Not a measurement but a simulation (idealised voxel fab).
Presented below is a process module, voxel wiring stack.
Section cut is 220 nm wide and gridded with 5 nm square cells.
For the purposes of this document, a cross-section shall be understood as a grid of square cells, specified as bands listed in top-to-bottom order, each band consisting of one or more rows of cells.
For a band, the entry starts with two heights in nm, that of the top and then that of the bottom, and carries on with the band's materials in order from left to right, each alongside its width in nm; the word "all across" beside a single material means it fills the band edge to edge, and "blank" means empty space.
For the purposes of this specification, 0 denotes the height below which the wafer in its as-received condition is composed wholly of one material, and the lowermost band, lacking a lower limit, extends downward without end, as expressed in "0 nm and below".
Top row gets the first number, bottom row gets the second, and each row in between changes by the same step: that is how a band width like "30..40" works.
"left unchanged" (step): cross-section cells unchanged, all of them.
What "Sealed-off cavities" gives you is every empty space of 8 cells or more that is cut off from the top. Each appears as width x height at distance, with the distance taken from the left edge and width, height and distance all in nm.
Heads up: the bit after the settings on a step's line is the simulator's remark on that step.
When a step includes a mask, the "overlay nm" setting on its line states how far to the right of its planned place that mask lay, and negative values state how far to the left.
### Planned step list for the process
1 op RECEIVE | material Si
2 op CONFORMAL_DEP | material SiO2 | thk nm 15
3 op CONFORMAL_DEP | material SiN | thk nm 5
4 op DIRECTIONAL_DEP | material SiO2 | thk nm 25
5 op DIRECTIONAL_DEP | material aC | thk nm 15
6 op PATTERN | tone open | mask id METAL_1 | material resist | width nm 15 | pitch nm 45 | thk nm 35 | overlay nm 0
7 op DIRECTIONAL_ETCH | etch materials aC | depth nm 15
8 op STRIP | etch materials resist
9 op DIRECTIONAL_ETCH | etch materials SiO2 | depth nm 25
10 op DIRECTIONAL_ETCH | etch materials SiN | depth nm 5
11 op STRIP | etch materials aC
12 op CONFORMAL_DEP | material TiN | thk nm 5
13 op FILL_DEP | material Ru | thk nm 10
14 op CMP | height nm 45
15 op EPI | material Ru | thk nm 5
16 op FILL_DEP | material SiCN | thk nm 5
17 op DIRECTIONAL_DEP | material lowk | thk nm 10
18 op PATTERN | tone open | mask id PLUG_1 | material resist | width nm 15 | pitch nm 90 | thk nm 15 | overlay nm 0
19 op DIRECTIONAL_ETCH | etch materials lowk | depth nm 10
20 op DIRECTIONAL_ETCH | etch materials SiCN | depth nm 5
21 op STRIP | etch materials resist
22 op EPI | material Ru | thk nm 10
23 op EPI | material Ru | thk nm 5
24 op DIRECTIONAL_DEP | material TiN | thk nm 5
25 op DIRECTIONAL_DEP | material Ru | thk nm 20
26 op DIRECTIONAL_DEP | material aC | thk nm 10
27 op PATTERN | tone cover | mask id METAL_2 | material resist | width nm 20 | pitch nm 45 | thk nm 30 | overlay nm 0
28 op DIRECTIONAL_ETCH | etch materials aC | depth nm 10
29 op STRIP | etch materials resist
30 op DIRECTIONAL_ETCH | etch materials Ru | depth nm 20
31 op DIRECTIONAL_ETCH | etch materials TiN | depth nm 5
32 op STRIP | etch materials aC
33 op CONFORMAL_DEP | material SiN | thk nm 5
34 op FILL_DEP | material lowk | thk nm 10
35 op CMP | height nm 90
36 op CONFORMAL_DEP | material SiCN | thk nm 5
37 op DIRECTIONAL_DEP | material SiO2 | thk nm 10
38 op PATTERN | tone open | mask id PLUG_2 | material resist | width nm 15 | pitch nm 90 | thk nm 20 | overlay nm 0
39 op DIRECTIONAL_ETCH | etch materials SiO2 | depth nm 10
40 op DIRECTIONAL_ETCH | etch materials SiCN | depth nm 5
41 op STRIP | etch materials resist
42 op EPI | material Ru | thk nm 10
43 op EPI | material Ru | thk nm 5
44 op CONFORMAL_DEP | material SiCN | thk nm 5
45 op DIRECTIONAL_DEP | material lowk | thk nm 25
46 op MASKED_ETCH | tone open | mask id METAL_3 | width nm 20 | pitch nm 45 | etch materials lowk | depth nm 25 | overlay nm 0
47 op MASKED_ETCH | tone open | mask id METAL_3 | width nm 20 | pitch nm 45 | etch materials SiCN | depth nm 5 | overlay nm 0
48 op CONFORMAL_DEP | material TiN | thk nm 5
49 op FILL_DEP | material Ru | thk nm 5
50 op CMP | height nm 135
51 op CONFORMAL_DEP | material SiCN | thk nm 5
Heads up: all these wafers start the same, and what changes between them is the width nm in step 6. The value you see in the plan is just what the first wafer got.
### The first of several wafers in cross-section, exactly as it reached us after step 1
0 nm and below | Si all across
Sealed-off cavities: none
### Where each wafer stands at the end of the module, a row apiece: cells of each material gained (+) or lost (-) since it was received, then closed voids
width nm 15, +180 Ru, +172 SiCN, +92 SiN, +368 SiO2, +124 TiN, +296 lowk, Sealed-off cavities: none
width nm 20, +204 Ru, +168 SiCN, +88 SiN, +348 SiO2, +128 TiN, +296 lowk, Sealed-off cavities: none
width nm 25, +228 Ru, +164 SiCN, +84 SiN, +328 SiO2, +132 TiN, +296 lowk, Sealed-off cavities: none
width nm 30, +252 Ru, +160 SiCN, +80 SiN, +308 SiO2, +136 TiN, +296 lowk, Sealed-off cavities: none
